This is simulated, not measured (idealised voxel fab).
process module | voxel capacitor over wiring
cross-section cut | 250 nm wide | cells 5 nm
A cross-section is a grid of square cells, given in bands from the top down. A band is one or more rows of cells.
Each band's line starts with the height of the band's top and of its bottom, in nm. Then come its materials from left to right, each with its width in nm. One material with "throughout" fills the band from edge to edge. "air" is empty space.
Height 0 is the level under which the wafer as received is all one material. The lowest band goes on downwards, as in "0 down".
A width such as "30 to 40" changes by the same amount from each row of cells to the next, from the band's top row to its bottom row.
"no change" after a step means that no cell of the cross-section changed.
closed voids: empty space of 8 cells or more with no open way to the top, each as width x height at its distance from the left edge, in nm
after a step's settings: what the simulator itself notes on the step
overlay nm, on a step with a mask: how far to the right of its planned place the mask lay; to the left if negative
plan
1 op RECEIVE | material Si
2 op CONFORMAL_DEP | material SiO2 | thk nm 10
3 op DIRECTIONAL_DEP | material TiN | thk nm 5
4 op DIRECTIONAL_DEP | material W | thk nm 15
5 op DIRECTIONAL_DEP | material aC | thk nm 10
6 op PATTERN | tone cover | mask id METAL_1 | material resist | width nm 25 | pitch nm 90 | thk nm 25 | overlay nm 0
7 op DIRECTIONAL_ETCH | etch materials aC | depth nm 10
8 op STRIP | etch materials resist
9 op DIRECTIONAL_ETCH | etch materials W | depth nm 15
10 op DIRECTIONAL_ETCH | etch materials TiN | depth nm 5
11 op STRIP | etch materials aC
12 op CONFORMAL_DEP | material SiCN | thk nm 5
13 op FILL_DEP | material SiO2 | thk nm 5
14 op CMP | height nm 30
15 op CONFORMAL_DEP | material SiCN | thk nm 5
16 op DIRECTIONAL_DEP | material SiO2 | thk nm 15
17 op MASKED_ETCH | tone open | mask id PLUG_1 | width nm 15 | etch materials SiO2 | depth nm 15 | overlay nm 0
18 op MASKED_ETCH | tone open | mask id PLUG_1 | width nm 15 | etch materials SiCN | depth nm 5 | overlay nm 0
19 op EPI | material Ru | thk nm 10
20 op EPI | material Ru | thk nm 10
21 op DIRECTIONAL_DEP | material TiN | thk nm 10
22 op DIRECTIONAL_DEP | material SiN | thk nm 5
23 op DIRECTIONAL_DEP | material TiN | thk nm 10
24 op MASKED_ETCH | tone cover | mask id UPPER_PLATE | width nm 70 | etch materials TiN | depth nm 10 | overlay nm 0
25 op MASKED_ETCH | tone cover | mask id UPPER_PLATE | width nm 70 | etch materials SiN | depth nm 5 | overlay nm 0
26 op PATTERN | tone cover | mask id LOWER_PLATE | material resist | width nm 80 | thk nm 20 | overlay nm 0
27 op DIRECTIONAL_ETCH | etch materials TiN | depth nm 10
28 op STRIP | etch materials resist
29 op FILL_DEP | material SiO2 | thk nm 20
30 op CMP | height nm 90
31 op DIRECTIONAL_DEP | material aC | thk nm 15
32 op PATTERN | tone open | mask id PLUG_2 | material resist | width nm 15 | thk nm 30 | overlay nm 0
33 op DIRECTIONAL_ETCH | etch materials aC | depth nm 15
34 op STRIP | etch materials resist
35 op DIRECTIONAL_ETCH | etch materials SiO2 | depth nm 15
36 op STRIP | etch materials aC
37 op CONFORMAL_DEP | material TiN | thk nm 5
38 op FILL_DEP | material Ru | thk nm 5
39 op CMP | height nm 90
40 op CONFORMAL_DEP | material SiCN | thk nm 5
first wafer, as planned
as received, after step 1
  0 down: Si throughout
  closed voids: none
after step 2
  10 to 0: SiO2 throughout
  below 0: unchanged
after step 3
  15 to 10: TiN throughout
  below 10: unchanged
after step 4
  30 to 15: W throughout
  below 15: unchanged
after step 5
  40 to 30: aC throughout
  below 30: unchanged
after step 6
  65 to 40: air 65 | resist 25 | air 65 | resist 25 | air 70
  below 40: unchanged
after step 7
  55 to 40: air 65 | resist 25 | air 65 | resist 25 | air 70
  40 to 30: air 65 | aC 25 | air 65 | aC 25 | air 70
  below 30: unchanged
after step 8
  40 to 30: air 65 | aC 25 | air 65 | aC 25 | air 70
  below 30: unchanged
after step 9
  40 to 30: air 65 | aC 25 | air 65 | aC 25 | air 70
  30 to 15: air 65 | W 25 | air 65 | W 25 | air 70
  below 15: unchanged
after step 10
  40 to 30: air 65 | aC 25 | air 65 | aC 25 | air 70
  30 to 15: air 65 | W 25 | air 65 | W 25 | air 70
  15 to 10: air 65 | TiN 25 | air 65 | TiN 25 | air 70
  below 10: unchanged
after step 11
  30 to 15: air 65 | W 25 | air 65 | W 25 | air 70
  below 15: unchanged
after step 12
  35 to 30: air 60 | SiCN 35 | air 55 | SiCN 35 | air 65
  30 to 15: air 60 | SiCN 5 | W 25 | SiCN 5 | air 55 | SiCN 5 | W 25 | SiCN 5 | air 65
  15 to 10: SiCN 65 | TiN 25 | SiCN 65 | TiN 25 | SiCN 70
  below 10: unchanged
after step 13
  40 to 35: SiO2 throughout
  35 to 30: SiO2 60 | SiCN 35 | SiO2 55 | SiCN 35 | SiO2 65
  30 to 15: SiO2 60 | SiCN 5 | W 25 | SiCN 5 | SiO2 55 | SiCN 5 | W 25 | SiCN 5 | SiO2 65
  below 15: unchanged
after step 14
  30 to 15: SiO2 60 | SiCN 5 | W 25 | SiCN 5 | SiO2 55 | SiCN 5 | W 25 | SiCN 5 | SiO2 65
  below 15: unchanged
after step 15
  35 to 30: SiCN throughout
  below 30: unchanged
after step 16
  50 to 35: SiO2 throughout
  below 35: unchanged
after step 17
  50 to 35: SiO2 75 | air 15 | SiO2 160
  below 35: unchanged
after step 18
  50 to 35: SiO2 75 | air 15 | SiO2 160
  35 to 30: SiCN 75 | air 15 | SiCN 160
  below 30: unchanged
after step 19
  50 to 40: SiO2 75 | air 15 | SiO2 160
  40 to 35: SiO2 75 | Ru 15 | SiO2 160
  35 to 30: SiCN 75 | Ru 15 | SiCN 160
  below 30: unchanged
after step 20
  50 to 35: SiO2 75 | Ru 15 | SiO2 160
  below 35: unchanged
after step 21
  60 to 50: TiN throughout
  below 50: unchanged
after step 22
  65 to 60: SiN throughout
  below 60: unchanged
after step 23
  75 to 65: TiN throughout
  below 65: unchanged
after step 24
  75 to 65: air 75 | TiN 70 | air 105
  below 65: unchanged
after step 25
  75 to 65: air 75 | TiN 70 | air 105
  65 to 60: air 75 | SiN 70 | air 105
  below 60: unchanged
after step 26
  95 to 75: air 70 | resist 80 | air 100
  75 to 65: air 70 | resist 5 | TiN 70 | resist 5 | air 100
  65 to 60: air 70 | resist 5 | SiN 70 | resist 5 | air 100
  below 60: unchanged
after step 27
  95 to 75: air 70 | resist 80 | air 100
  75 to 65: air 70 | resist 5 | TiN 70 | resist 5 | air 100
  65 to 60: air 70 | resist 5 | SiN 70 | resist 5 | air 100
  60 to 50: air 70 | TiN 80 | air 100
  below 50: unchanged
after step 28
  75 to 65: air 75 | TiN 70 | air 105
  65 to 60: air 75 | SiN 70 | air 105
  below 60: unchanged
after step 29
  95 to 75: SiO2 throughout
  75 to 65: SiO2 75 | TiN 70 | SiO2 105
  65 to 60: SiO2 75 | SiN 70 | SiO2 105
  60 to 50: SiO2 70 | TiN 80 | SiO2 100
  below 50: unchanged
after step 30
  90 to 75: SiO2 throughout
  below 75: unchanged
after step 31
  105 to 90: aC throughout
  below 90: unchanged
after step 32
  135 to 105: resist 85 | air 15 | resist 150
  below 105: unchanged
after step 33
  120 to 105: resist 85 | air 15 | resist 150
  105 to 90: aC 85 | air 15 | aC 150
  below 90: unchanged
after step 34
  105 to 90: aC 85 | air 15 | aC 150
  below 90: unchanged
after step 35
  105 to 90: aC 85 | air 15 | aC 150
  90 to 75: SiO2 85 | air 15 | SiO2 150
  below 75: unchanged
after step 36
  90 to 75: SiO2 85 | air 15 | SiO2 150
  below 75: unchanged
after step 37
  95 to 90: TiN 90 | air 5 | TiN 155
  90 to 80: SiO2 85 | TiN 5 | air 5 | TiN 5 | SiO2 150
  80 to 75: SiO2 85 | TiN 15 | SiO2 150
  below 75: unchanged
after step 38
  100 to 95: Ru throughout
  95 to 90: TiN 90 | Ru 5 | TiN 155
  90 to 80: SiO2 85 | TiN 5 | Ru 5 | TiN 5 | SiO2 150
  below 80: unchanged
after step 39
  90 to 80: SiO2 85 | TiN 5 | Ru 5 | TiN 5 | SiO2 150
  below 80: unchanged
after step 40
  95 to 90: SiCN throughout
  below 90: unchanged
second wafer: like start, like plan, one mistake. Through step 3 it matches the first wafer
when step 4 should have ended
  20 to 15: W throughout
  below 15: unchanged
when step 5 should have ended
  30 to 20: aC throughout
  below 20: unchanged
when step 6 should have ended
  55 to 30: air 65 | resist 25 | air 65 | resist 25 | air 70
  below 30: unchanged
when step 7 should have ended
  45 to 30: air 65 | resist 25 | air 65 | resist 25 | air 70
  30 to 20: air 65 | aC 25 | air 65 | aC 25 | air 70
  below 20: unchanged
when step 8 should have ended
  30 to 20: air 65 | aC 25 | air 65 | aC 25 | air 70
  below 20: unchanged
when step 9 should have ended
  30 to 20: air 65 | aC 25 | air 65 | aC 25 | air 70
  20 to 15: air 65 | W 25 | air 65 | W 25 | air 70
  below 15: unchanged
when step 10 should have ended
  30 to 20: air 65 | aC 25 | air 65 | aC 25 | air 70
  20 to 15: air 65 | W 25 | air 65 | W 25 | air 70
  15 to 10: air 65 | TiN 25 | air 65 | TiN 25 | air 70
  below 10: unchanged
when step 11 should have ended
  20 to 15: air 65 | W 25 | air 65 | W 25 | air 70
  below 15: unchanged
when step 12 should have ended
  25 to 20: air 60 | SiCN 35 | air 55 | SiCN 35 | air 65
  20 to 15: air 60 | SiCN 5 | W 25 | SiCN 5 | air 55 | SiCN 5 | W 25 | SiCN 5 | air 65
  15 to 10: SiCN 65 | TiN 25 | SiCN 65 | TiN 25 | SiCN 70
  below 10: unchanged
when step 13 should have ended
  30 to 25: SiO2 throughout
  25 to 20: SiO2 60 | SiCN 35 | SiO2 55 | SiCN 35 | SiO2 65
  20 to 15: SiO2 60 | SiCN 5 | W 25 | SiCN 5 | SiO2 55 | SiCN 5 | W 25 | SiCN 5 | SiO2 65
  below 15: unchanged
when step 14 should have ended: no change
when step 15 should have ended
  35 to 30: SiCN throughout
  below 30: unchanged
when step 16 should have ended
  50 to 35: SiO2 throughout
  below 35: unchanged
when step 17 should have ended
  50 to 35: SiO2 75 | air 15 | SiO2 160
  below 35: unchanged
when step 18 should have ended
  50 to 35: SiO2 75 | air 15 | SiO2 160
  35 to 30: SiCN 75 | air 15 | SiCN 160
  below 30: unchanged
when step 19 should have ended: no change
when step 20 should have ended: no change
when step 21 should have ended
  60 to 50: TiN 75 | air 15 | TiN 160
  50 to 40: SiO2 75 | air 15 | SiO2 160
  40 to 35: SiO2 75 | TiN 15 | SiO2 160
  35 to 30: SiCN 75 | TiN 15 | SiCN 160
  below 30: unchanged
when step 22 should have ended
  65 to 60: SiN 75 | air 15 | SiN 160
  60 to 50: TiN 75 | air 15 | TiN 160
  50 to 45: SiO2 75 | air 15 | SiO2 160
  45 to 40: SiO2 75 | SiN 15 | SiO2 160
  below 40: unchanged
when step 23 should have ended
  75 to 65: TiN 75 | air 15 | TiN 160
  65 to 60: SiN 75 | air 15 | SiN 160
  60 to 55: TiN 75 | air 15 | TiN 160
  55 to 50: TiN throughout
  50 to 45: SiO2 75 | TiN 15 | SiO2 160
  below 45: unchanged
when step 24 should have ended
  75 to 65: air 90 | TiN 55 | air 105
  below 65: unchanged
when step 25 should have ended
  75 to 65: air 90 | TiN 55 | air 105
  65 to 60: air 90 | SiN 55 | air 105
  below 60: unchanged
when step 26 should have ended
  95 to 75: air 70 | resist 80 | air 100
  75 to 65: air 70 | resist 20 | TiN 55 | resist 5 | air 100
  65 to 60: air 70 | resist 20 | SiN 55 | resist 5 | air 100
  60 to 55: TiN 75 | resist 15 | TiN 160
  below 55: unchanged
when step 27 should have ended
  95 to 75: air 70 | resist 80 | air 100
  75 to 65: air 70 | resist 20 | TiN 55 | resist 5 | air 100
  65 to 60: air 70 | resist 20 | SiN 55 | resist 5 | air 100
  60 to 55: air 70 | TiN 5 | resist 15 | TiN 60 | air 100
  55 to 50: air 70 | TiN 80 | air 100
  below 50: unchanged
when step 28 should have ended
  75 to 65: air 90 | TiN 55 | air 105
  65 to 60: air 90 | SiN 55 | air 105
  60 to 55: air 70 | TiN 5 | air 15 | TiN 60 | air 100
  below 55: unchanged
when step 29 should have ended
  95 to 75: SiO2 throughout
  75 to 65: SiO2 90 | TiN 55 | SiO2 105
  65 to 60: SiO2 90 | SiN 55 | SiO2 105
  60 to 55: SiO2 70 | TiN 5 | SiO2 15 | TiN 60 | SiO2 100
  55 to 45: SiO2 70 to 75 | TiN 80 to 15 | SiO2 100 to 160
  below 45: unchanged
when step 30 should have ended
  90 to 75: SiO2 throughout
  below 75: unchanged
when step 31 should have ended
  105 to 90: aC throughout
  below 90: unchanged
when step 32 should have ended
  135 to 105: resist 85 | air 15 | resist 150
  below 105: unchanged
when step 33 should have ended
  120 to 105: resist 85 | air 15 | resist 150
  105 to 90: aC 85 | air 15 | aC 150
  below 90: unchanged
when step 34 should have ended
  105 to 90: aC 85 | air 15 | aC 150
  below 90: unchanged
when step 35 should have ended
  105 to 90: aC 85 | air 15 | aC 150
  90 to 75: SiO2 85 | air 15 | SiO2 150
  below 75: unchanged
when step 36 should have ended
  90 to 75: SiO2 85 | air 15 | SiO2 150
  below 75: unchanged
when step 37 should have ended
  95 to 90: TiN 90 | air 5 | TiN 155
  90 to 80: SiO2 85 | TiN 5 | air 5 | TiN 5 | SiO2 150
  80 to 75: SiO2 85 | TiN 15 | SiO2 150
  below 75: unchanged
when step 38 should have ended
  100 to 95: Ru throughout
  95 to 90: TiN 90 | Ru 5 | TiN 155
  90 to 80: SiO2 85 | TiN 5 | Ru 5 | TiN 5 | SiO2 150
  below 80: unchanged
when step 39 should have ended
  90 to 80: SiO2 85 | TiN 5 | Ru 5 | TiN 5 | SiO2 150
  below 80: unchanged
when step 40 should have ended
  95 to 90: SiCN throughout
  below 90: unchanged
what went wrong: step 4 ran as: op DIRECTIONAL_DEP | material W | thk nm 5
at the end the second wafer has, in cells: 12 fewer of Ru | 6 more of SiCN | 26 more of SiO2 | 20 fewer of W
